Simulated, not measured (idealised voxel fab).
The process module that follows is named voxel wiring stack.
cross-section cut | 235 nm wide | cells 5 nm
A cross-section is written here as square cells arranged in a grid, and it is given in bands from the top down, each band taking up one or more rows of cells.
Top height, bottom height, nm. Materials left to right, width each, nm. Single material + "all across" = fills band edge to edge. "empty" = empty.
Below 0: as-received wafer, all one material; heights counted from there. Lowest band: no bottom, goes on down, written "0 nm and below".
The two numbers in a width such as "30..40" mark its ends across the band: the first belongs to the top row of cells, the second to the bottom row, and from each row to the next the width moves by the same amount.
"no change occurred" -> step changed no cross-section cell.
Heads up: "Fully closed voids" only lists the empty pockets with no open path to the top that are 8 cells or more, and it writes them as width x height at distance, distance from the left edge, in nm.
The remark found on a step's line after its settings is issued by the simulator itself and pertains to that step.
overlay nm: mask offset rightward from planned place, masked step; negative means leftward offset.
The process steps that were planned are listed below:
1: RECEIVE [material Si]
2: CONFORMAL_DEP [material SiO2] [thk nm 10]
3: DIRECTIONAL_DEP [material TiN] [thk nm 5]
4: DIRECTIONAL_DEP [material W] [thk nm 20]
5: PATTERN [tone cover] [mask id METAL_1] [material resist] [width nm 20] [pitch nm 40] [thk nm 20] [overlay nm 0]
6: DIRECTIONAL_ETCH [etch materials W] [depth nm 20]
7: DIRECTIONAL_ETCH [etch materials TiN] [depth nm 5]
8: STRIP [etch materials resist]
9: FILL_DEP [material lowk] [thk nm 5]
10: CMP [height nm 35]
11: CONFORMAL_DEP [material SiCN] [thk nm 5]
12: DIRECTIONAL_DEP [material lowk] [thk nm 30]
13: PATTERN [tone open] [mask id METAL_2] [material resist] [width nm 20] [pitch nm 40] [thk nm 20] [overlay nm 0]
14: DIRECTIONAL_ETCH [etch materials lowk] [depth nm 20]
15: STRIP [etch materials resist]
16: MASKED_ETCH [tone open] [mask id METAL_2_HOLES] [width nm 15] [etch materials lowk] [depth nm 10] [overlay nm 0]
17: MASKED_ETCH [tone open] [mask id METAL_2_HOLES] [width nm 15] [etch materials SiCN] [depth nm 5] [overlay nm 0]
18: CONFORMAL_DEP [material TiN] [thk nm 5]
19: FILL_DEP [material Cu] [thk nm 5]
20: CMP [height nm 70]
21: CONFORMAL_DEP [material SiCN] [thk nm 5]
22: DIRECTIONAL_DEP [material lowk] [thk nm 35]
23: DIRECTIONAL_DEP [material aC] [thk nm 10]
24: PATTERN [tone open] [mask id METAL_3] [material resist] [width nm 20] [pitch nm 40] [thk nm 30] [overlay nm 0]
25: DIRECTIONAL_ETCH [etch materials aC] [depth nm 10]
26: STRIP [etch materials resist]
27: DIRECTIONAL_ETCH [etch materials lowk] [depth nm 20]
28: STRIP [etch materials aC]
29: DIRECTIONAL_DEP [material aC] [thk nm 15]
30: PATTERN [tone open] [mask id METAL_3_HOLES] [material resist] [width nm 15] [thk nm 35] [overlay nm 0]
31: DIRECTIONAL_ETCH [etch materials aC] [depth nm 15]
32: STRIP [etch materials resist]
33: DIRECTIONAL_ETCH [etch materials lowk] [depth nm 15]
34: DIRECTIONAL_ETCH [etch materials SiCN] [depth nm 5]
35: STRIP [etch materials aC]
36: CONFORMAL_DEP [material TiN] [thk nm 5]
37: FILL_DEP [material Cu] [thk nm 5]
38: CMP [height nm 110]
39: CONFORMAL_DEP [material SiCN] [thk nm 5]
40: DIRECTIONAL_DEP [material lowk] [thk nm 10]
41: MASKED_ETCH [tone open] [mask id PLUG_3] [width nm 15] [pitch nm 40] [etch materials lowk] [depth nm 10] [overlay nm 0]
42: MASKED_ETCH [tone open] [mask id PLUG_3] [width nm 15] [pitch nm 40] [etch materials SiCN] [depth nm 5] [overlay nm 0]
43: EPI [material Ru] [thk nm 10]
44: EPI [material Ru] [thk nm 5]
45: CONFORMAL_DEP [material SiN] [thk nm 5]
46: DIRECTIONAL_DEP [material lowk] [thk nm 20]
47: MASKED_ETCH [tone open] [mask id METAL_4] [width nm 20] [pitch nm 40] [etch materials lowk] [depth nm 20] [overlay nm 0]
48: MASKED_ETCH [tone open] [mask id METAL_4] [width nm 20] [pitch nm 40] [etch materials SiN] [depth nm 5] [overlay nm 0]
49: CONFORMAL_DEP [material TiN] [thk nm 5]
50: FILL_DEP [material Ru] [thk nm 5]
51: CMP [height nm 150]
52: EPI [material Ru] [thk nm 5]
53: FILL_DEP [material SiCN] [thk nm 5]
Wafer at receipt (post step 1), cross-section:
0 nm and below  Si all across
Fully closed voids: none
Wafer at module end, in section. Began as above, planned as above, run with one mistake:
160 nm to 155 nm  SiCN all across
155 nm to 150 nm  SiCN=80 / Ru=30 / SiCN=10 / Ru=30 / SiCN=85
150 nm to 130 nm  lowk=85 / TiN=5 / Ru=10 / TiN=5 / lowk=20 / TiN=5 / Ru=10 / TiN=5 / lowk=90
130 nm to 125 nm  SiN=85 / TiN=20 / SiN=20 / TiN=20 / SiN=90
125 nm to 115 nm  lowk=80 / Ru=25 / lowk=15 / Ru=25 / lowk=90
115 nm to 110 nm  SiCN=85 / Ru=15 / SiCN=25 / Ru=15 / SiCN=95
110 nm to 95 nm  lowk=85 / TiN=5 / Cu=10 / TiN=5 / lowk=20 / TiN=5 / Cu=10 / TiN=5 / lowk=90
95 nm to 90 nm  lowk=85 / TiN=5 / Cu=5 / TiN=10 / lowk=20 / TiN=20 / lowk=90
90 nm to 75 nm  lowk=85 / TiN=5 / Cu=5 / TiN=5 / lowk=135
75 nm to 70 nm  SiCN=85 / TiN=15 / SiCN=135
70 nm to 55 nm  lowk=85 / TiN=5 / Cu=10 / TiN=5 / lowk=20 / TiN=5 / Cu=10 / TiN=5 / lowk=90
55 nm to 50 nm  lowk=85 / TiN=5 / Cu=5 / TiN=10 / lowk=20 / TiN=20 / lowk=90
50 nm to 40 nm  lowk=85 / TiN=5 / Cu=5 / TiN=5 / lowk=135
40 nm to 35 nm  SiCN=85 / TiN=15 / SiCN=135
35 nm to 15 nm  lowk=85 / W=20 / lowk=20 / W=20 / lowk=90
15 nm to 10 nm  lowk=85 / TiN=20 / lowk=20 / TiN=20 / lowk=90
10 nm to 0 nm  SiO2 all across
0 nm and below  Si all across
Fully closed voids: none
Deviation from plan: step 41 did not happen as planned, as run it was MASKED_ETCH [tone open] [mask id PLUG_3] [width nm 25] [pitch nm 40] [etch materials lowk] [depth nm 10] [overlay nm 0]
